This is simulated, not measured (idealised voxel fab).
The following is a process module called voxel double patterning.
This is section cut - it's 160 nm across, gridded in 5 nm square cells.
How to read a cross-section here: the picture is a grid of square cells, written as bands going from the top down, and any band can span one or more rows of cells.
Top height, bottom height, nm. Materials left to right, width each, nm. Single material + "everywhere" = fills band edge to edge. "blank" = empty.
Below 0: as-received wafer, all one material; heights counted from there. Lowest band: no bottom, goes on down, written "0 nm and below".
The notation "30..40" denotes a width that varies across the rows of cells in the band, beginning at the first number in the top row, finishing at the second number in the bottom row, and changing by an identical amount from each row to the next.
For the purposes of this document, the phrase "remains unaltered" attached to a step denotes that no cell within the cross-section was modified by that step.
"Closed voids list" specifies each empty space that is not open to the top and that occupies no fewer than 8 cells, using the form width x height at distance, the distance measured from the left edge and all three quantities in nm.
Heads up: the bit after the settings on a step's line is the simulator's remark on that step.
overlay nm: mask offset rightward from planned place, masked step; negative means leftward offset.

The steps planned for the process are as follows:
1. RECEIVE | material Si
2. CONFORMAL_DEP | material SiO2 | thk nm 5
3. DIRECTIONAL_DEP | material TiN | thk nm 10
4. DIRECTIONAL_DEP | material SiCN | thk nm 5
5. PATTERN | tone open | mask id FIRST | material resist | width nm 15 | pitch nm 50 | thk nm 20 | overlay nm 0
6. DIRECTIONAL_ETCH | etch materials SiCN | depth nm 5
7. STRIP | etch materials resist
8. PATTERN | tone open | mask id SECOND | material resist | width nm 15 | thk nm 20 | overlay nm 0
9. DIRECTIONAL_ETCH | etch materials SiCN | depth nm 5
10. STRIP | etch materials resist
11. DIRECTIONAL_ETCH | etch materials TiN | depth nm 5
12. STRIP | etch materials SiCN
The wafers are alike at the start. At step 11, their depth nm differs. The plan lists the first wafer's value.

The as-received cross-section of the first of several wafers corresponds to the state after step 1:
	0 nm and below | Si everywhere
	Closed voids list: none

Per wafer, end of module: cells gained (+) or lost (-) per material since receipt, then closed voids:
depth nm 5 | +32 SiO2 | +55 TiN | Closed voids list: none
depth nm 10 | +32 SiO2 | +46 TiN | Closed voids list: none
depth nm 15 | +32 SiO2 | +46 TiN | Closed voids list: none
depth nm 20 | +32 SiO2 | +46 TiN | Closed voids list: none
depth nm 25 | +32 SiO2 | +46 TiN | Closed voids list: none
